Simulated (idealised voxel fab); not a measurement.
process module | voxel plated lines
cross-section cut | 240 nm wide | cells 5 nm
A cross-section is a grid of square cells, given in bands from the top down. A band is one or more rows of cells.
Each band's line starts with the height of the band's top and of its bottom, in nm. Then come its materials from left to right, each with its width in nm. One material with "throughout" fills the band from edge to edge. "air" is empty space.
Height 0 is the level under which the wafer as received is all one material. The lowest band goes on downwards, as in "0 down".
A width such as "30 to 40" changes by the same amount from each row of cells to the next, from the band's top row to its bottom row.
"no change" after a step means that no cell of the cross-section changed.
closed voids: empty space of 8 cells or more with no open way to the top, each as width x height at its distance from the left edge, in nm
after a step's settings: what the simulator itself notes on the step
overlay nm, on a step with a mask: how far to the right of its planned place the mask lay; to the left if negative
plan
1 op RECEIVE | material Si
2 op CONFORMAL_DEP | material SiO2 | thk nm 5
3 op DIRECTIONAL_DEP | material TiN | thk nm 5
4 op PATTERN | tone open | mask id LINES | material resist | width nm 25 | pitch nm 50 | thk nm 25 | overlay nm 0
5 op EPI | material Ru | thk nm 5
6 op EPI | material Ru | thk nm 10
7 op STRIP | etch materials resist
8 op DIRECTIONAL_ETCH | etch materials TiN | depth nm 5
9 op CONFORMAL_DEP | material SiCN | thk nm 5
as received, after step 1
  0 down: Si throughout
  closed voids: none
a wafer at the end: this start, this plan, one mistake
  30 to 25: air 50 | SiCN 35 | air 15 | SiCN 35 | air 15 | SiCN 35 | air 55
  25 to 10: air 50 | SiCN 5 | Ru 25 | SiCN 5 | air 15 | SiCN 5 | Ru 25 | SiCN 5 | air 15 | SiCN 5 | Ru 25 | SiCN 5 | air 55
  10 to 5: SiCN 55 | TiN 25 | SiCN 25 | TiN 25 | SiCN 25 | TiN 25 | SiCN 60
  5 to 0: Ru throughout
  0 down: Si throughout
  closed voids: none
what went wrong: step 2 ran as: op CONFORMAL_DEP | material Ru | thk nm 5
